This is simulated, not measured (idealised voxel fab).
This section sets out a process module, namely voxel gate over fins.
FYI the section here is cut, 240 nm wide, cells are 5 nm squares.
A cross-section is written here as square cells arranged in a grid, and it is given in bands from the top down, each band taking up one or more rows of cells. Band: top height; bottom height; in nm. Then, left to right: material with width in nm, for each material. "throughout": a single material spanning edge to edge. "empty": empty space. The level at which height equals 0 is the one under which the wafer, as it arrives, is entirely one material. No lower edge exists for the bottom band, which continues downward and is notated as in "from 0 down". It should be noted that a width expressed as "30->40" varies in equal increments from row to row of cells within the band, taking the value of the first number at the top row and that of the second number at the bottom row. Where a step carries "nothing different", the cross-section came out of it unchanged, cell for cell. The list in "Closed cavity list" covers empty spaces of 8 cells or more that cannot reach the top through any open way, and it gives each as width x height at distance; the distance is from the left edge, and width, height and distance are in nm. Heads up: the bit after the settings on a step's line is the simulator's remark on that step. A step's line can hold "overlay nm"; with a mask on that step, the setting says how far right of the planned place the mask lay, while a negative setting says it lay to the left.
## Set out below are the planned steps of the process
1. RECEIVE,material Si
2. CONFORMAL_DEP,material SiN,thk nm 5
3. PATTERN,tone cover,mask id FINS,material resist,width nm 15,pitch nm 50,thk nm 15,overlay nm 0
4. DIRECTIONAL_ETCH,etch materials SiN,depth nm 5
5. DIRECTIONAL_ETCH,etch materials Si,depth nm 30
6. STRIP,etch materials resist
7. OXIDIZE,depth nm 5
8. FILL_DEP,material SiO2,thk nm 5
9. CMP,height nm 5
10. MASKED_ETCH,tone open,mask id RAIL,width nm 15,etch materials SiO2,depth nm 30,overlay nm 0
11. CONFORMAL_DEP,material TiN,thk nm 5
12. FILL_DEP,material W,thk nm 10
13. CMP,height nm 5
14. SELECTIVE_ETCH,etch materials W Ru TiN,depth nm 20
15. FILL_DEP,material SiO2,thk nm 5
16. CMP,height nm 5
17. SELECTIVE_ETCH,etch materials SiO2,depth nm 15
18. STRIP,etch materials SiN
19. CONFORMAL_DEP,material HfO2,thk nm 5
20. CONFORMAL_DEP,material TiN,thk nm 5
21. FILL_DEP,material W,thk nm 15
22. CMP,height nm 20
23. CONFORMAL_DEP,material SiN,thk nm 5
## Cross-section, incoming material, after step 1
from 0 down = Si throughout
Closed cavity list: none
## Cross-section, first of two wafers, end of module, run as planned
from 25 to 20 = SiN throughout
from 20 to 10 = W throughout
from 10 to 5 = W=80 | TiN=25 | W=25 | TiN=25 | W=85
from 5 to 0 = W=80 | TiN=5 | HfO2=15 | TiN=5 | W=25 | TiN=5 | HfO2=15 | TiN=5 | W=85
from 0 to -5 = TiN=85 | HfO2=5 | Si=5 | HfO2=5 | TiN=35 | HfO2=5 | Si=5 | HfO2=5 | TiN=90
from -5 to -10 = HfO2=90 | Si=5 | HfO2=45 | Si=5 | HfO2=95
from -10 to -15 = SiO2=90 | Si=5 | SiO2=45 | Si=5 | SiO2=95
from -15 to -20 = SiO2=90 | Si=5 | SiO2=15 | TiN=5 | W=5 | TiN=5 | SiO2=15 | Si=5 | SiO2=95
from -20 to -25 = SiO2=90 | Si=5 | SiO2=15 | TiN=15 | SiO2=15 | Si=5 | SiO2=95
from -25 to -35 = SiO2=90 | Si=5 | SiO2=45 | Si=5 | SiO2=95
from -35 down = Si throughout
Closed cavity list: none
## Cross-section at end of module for the second wafer of two, which matched the first in starting point and plan and differed by one mistake in its processing
from 25 to 20 = SiN throughout
from 20 to 10 = W throughout
from 10 to 5 = W=80 | TiN=25 | W=25 | TiN=25 | W=85
from 5 to 0 = W=80 | TiN=5 | HfO2=15 | TiN=5 | W=25 | TiN=5 | HfO2=15 | TiN=5 | W=85
from 0 to -5 = TiN=85 | HfO2=5 | Si=5 | HfO2=5 | TiN=35 | HfO2=5 | Si=5 | HfO2=5 | TiN=90
from -5 to -10 = HfO2=90 | Si=5 | HfO2=45 | Si=5 | HfO2=95
from -10 to -15 = SiO2=90 | Si=5 | SiO2=45 | Si=5 | SiO2=95
from -15 to -20 = SiO2=90 | Si=5 | SiO2=15 | TiN=5 | W=5 | TiN=5 | SiO2=15 | Si=5 | SiO2=95
from -20 to -25 = SiO2=90 | Si=5 | SiO2=15 | TiN=15 | SiO2=15 | Si=5 | SiO2=95
from -25 to -40 = SiO2=90 | Si=5 | SiO2=45 | Si=5 | SiO2=95
from -40 down = Si throughout
Closed cavity list: none
It is concluded that the wafer was processed incorrectly with respect to the plan, in that note that step 5 departed from the planned setting and was carried out as DIRECTIONAL_ETCH,etch materials Si,depth nm 35
Counted in cells at the end, the second wafer holds more or fewer of these materials than the first: Si -46, SiO2 +46
